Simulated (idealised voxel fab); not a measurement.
Presented below is a process module, voxel gate over fins.
Cross-section cut: width 230 nm, square cells of 5 nm.
A cross-section is written here as square cells arranged in a grid, and it is given in bands from the top down, each band taking up one or more rows of cells. The entry gives the band's vertical extent as a top height and a bottom height in nm, then its horizontal make-up as materials from left to right, each with a width in nm. "blank" stands for empty space; a single material marked "edge to edge" fills the band edge to edge. Convention: height 0 is the level below which the wafer, as received, is all one material. The lowest band does not terminate at the bottom but continues downward, represented as "0 -> down". When a width is written as two numbers, as in "30 to 40", the first number is the width in the top row of cells of the band and the second is the width in its bottom row, and the width changes by the same amount from each row to the next. Where the words "same as before" appear for a step, the cross-section shows no cell changed by that step; every cell remained as before. "Enclosed void catalog": empty spaces of 8 cells or more with no open way to the top, each given as width x height at distance, distance from the left edge, all in nm. Note: text after step settings on the step line = simulator remark on that step. "overlay nm" on a masked step: distance the mask lay right of its planned place, negative for left.

Steps in the process plan
| 1 | RECEIVE | material Si |
| 2 | CONFORMAL_DEP | material SiN | thk nm 5 |
| 3 | PATTERN | tone cover | mask id FINS | material resist | width nm 15 | pitch nm 50 | thk nm 20 | overlay nm 0 |
| 4 | DIRECTIONAL_ETCH | etch materials SiN | depth nm 5 |
| 5 | DIRECTIONAL_ETCH | etch materials Si | depth nm 40 |
| 6 | STRIP | etch materials resist |
| 7 | OXIDIZE | depth nm 5 |
| 8 | FILL_DEP | material SiO2 | thk nm 10 |
| 9 | CMP | height nm 5 |
| 10 | DIRECTIONAL_DEP | material aC | thk nm 10 |
| 11 | PATTERN | tone open | mask id RAIL | material resist | width nm 15 | thk nm 25 | overlay nm 0 |
| 12 | DIRECTIONAL_ETCH | etch materials aC | depth nm 10 |
| 13 | STRIP | etch materials resist |
| 14 | DIRECTIONAL_ETCH | etch materials SiO2 | depth nm 40 |
| 15 | STRIP | etch materials aC |
| 16 | CONFORMAL_DEP | material TiN | thk nm 5 |
| 17 | FILL_DEP | material W | thk nm 10 |
| 18 | CMP | height nm 5 |
| 19 | SELECTIVE_ETCH | etch materials W Ru TiN | depth nm 25 |
| 20 | FILL_DEP | material SiO2 | thk nm 5 |
| 21 | CMP | height nm 5 |
| 22 | SELECTIVE_ETCH | etch materials SiO2 | depth nm 20 |
| 23 | STRIP | etch materials SiN |
| 24 | CONFORMAL_DEP | material HfO2 | thk nm 5 |
| 25 | CONFORMAL_DEP | material TiN | thk nm 5 |
| 26 | CONFORMAL_DEP | material TiAl | thk nm 5 |
| 27 | CONFORMAL_DEP | material TiN | thk nm 5 |
| 28 | FILL_DEP | material W | thk nm 15 |
| 29 | CMP | height nm 30 |
| 30 | CONFORMAL_DEP | material SiN | thk nm 5 |

Delivered wafer in cross-section: state after step 1
- 0 -> down: Si edge to edge
- Enclosed void catalog: none

Below is the wafer in cross-section after the module was completed. It began from the starting point shown above and followed the plan shown above, except that one mistake was made while running it
- 35 -> 30: SiN edge to edge
- 30 -> 20: W edge to edge
- 20 -> 15: W 65; TiN 45; W 5; TiN 45; W 70
- 15 -> 10: W 65; TiN 5; TiAl 35; TiN 5; W 5; TiN 5; TiAl 35; TiN 5; W 70
- 10 -> 5: W 65; TiN 5; TiAl 5; TiN 25; TiAl 5; TiN 5; W 5; TiN 5; TiAl 5; TiN 25; TiAl 5; TiN 5; W 70
- 5 -> 0: TiN 70; TiAl 5; TiN 5; HfO2 15; TiN 5; TiAl 5; TiN 15; TiAl 5; TiN 5; HfO2 15; TiN 5; TiAl 5; TiN 75
- 0 -> -5: TiAl 75; TiN 5; HfO2 5; Si 5; HfO2 5; TiN 5; TiAl 25; TiN 5; HfO2 5; Si 5; HfO2 5; TiN 5; TiAl 80
- -5 -> -10: TiN 80; HfO2 5; Si 5; HfO2 5; TiN 35; HfO2 5; Si 5; HfO2 5; TiN 85
- -10 -> -15: HfO2 85; Si 5; HfO2 45; Si 5; HfO2 90
- -15 -> -20: SiO2 85; Si 5; SiO2 45; Si 5; SiO2 90
- -20 -> -30: SiO2 85; Si 5; SiO2 15; TiN 5; W 5; TiN 5; SiO2 15; Si 5; SiO2 90
- -30 -> -35: SiO2 85; Si 5; SiO2 15; TiN 15; SiO2 15; Si 5; SiO2 90
- -35 -> -55: SiO2 85; Si 5; SiO2 45; Si 5; SiO2 90
- -55 -> down: Si edge to edge
- Enclosed void catalog: none
In executing the process, a mistake was made relative to the plan: step 5 ran differently from the plan; actual operation with settings: DIRECTIONAL_ETCH | etch materials Si | depth nm 50
